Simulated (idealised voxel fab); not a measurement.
Name of the process module below: voxel air gaps
We display cut, a cross-section 235 nm in width whose square cells are each 5 nm.
Cross-section = grid of square cells, listed top down in bands; band = one or more rows. It is stipulated that each band's entry specify, in nanometres, the height of the top of the band and then that of its bottom, followed by the materials of the band in left-to-right sequence, each together with its width in nanometres. A single material marked by the word "all across" is understood to fill the band from edge to edge; the word "air" is understood to denote empty space. Heights are reckoned from 0. Under this level, the received wafer is all of one material. The bottommost band is open-ended downward, for example "z 0 and below". With a width like "30 to 40", each row of cells in the band differs from the next by the same amount, the top row carrying the first number and the bottom row the second. It should be understood that the words "same as before", when stated for a given step, signify that the cross-section underwent no change in any of its cells during that step. Voids not open to the top, 8 cells minimum: see "Enclosed cavities". Written width x height at distance; distance is from the left edge; nm. Post-settings text on a step line: simulator's own remark regarding the step. For masked steps, "overlay nm" on the step line gives how far right of plan the mask actually lay; a minus sign means it lay to the left.

So here's the lineup of process steps we planned
1) RECEIVE: material Si
2) CONFORMAL_DEP: material SiO2, thk nm 10
3) CONFORMAL_DEP: material SiN, thk nm 5
4) DIRECTIONAL_DEP: material SiO2, thk nm 40
5) DIRECTIONAL_DEP: material aC, thk nm 15
6) PATTERN: tone open, mask id LINES, material resist, width nm 15, pitch nm 45, thk nm 30, overlay nm 0
7) DIRECTIONAL_ETCH: etch materials aC, depth nm 15
8) STRIP: etch materials resist
9) DIRECTIONAL_ETCH: etch materials SiO2, depth nm 40
10) STRIP: etch materials aC
11) CONFORMAL_DEP: material TiN, thk nm 5
12) FILL_DEP: material Ru, thk nm 10
13) CMP: height nm 55
14) EPI: material Ru, thk nm 10
15) SELECTIVE_ETCH: etch materials SiO2, depth nm 50
16) CONFORMAL_DEP: material SiN, thk nm 5
Variable across wafers: step 16 thk nm (plan value is that of the first wafer; starting state common to all).

Cross-section of the first incoming wafer of several, state after step 1
z 0 and below  Si all across
Enclosed cavities: none

The table below has one row for each wafer; a row shows, as of the end of the module, how many cells of each material the wafer has gained, marked (+), or lost, marked (-), since it was received, and then the wafer's closed voids
thk nm 5, +63 Ru, +178 SiN, +94 SiO2, +51 TiN, Enclosed cavities: 20 x 30 at 85; 20 x 30 at 130
thk nm 10, +63 Ru, +253 SiN, +94 SiO2, +51 TiN, Enclosed cavities: 20 x 30 at 85; 20 x 30 at 130
thk nm 15, +63 Ru, +328 SiN, +94 SiO2, +51 TiN, Enclosed cavities: 20 x 30 at 85; 20 x 30 at 130
thk nm 20, +63 Ru, +403 SiN, +94 SiO2, +51 TiN, Enclosed cavities: 20 x 30 at 85; 20 x 30 at 130
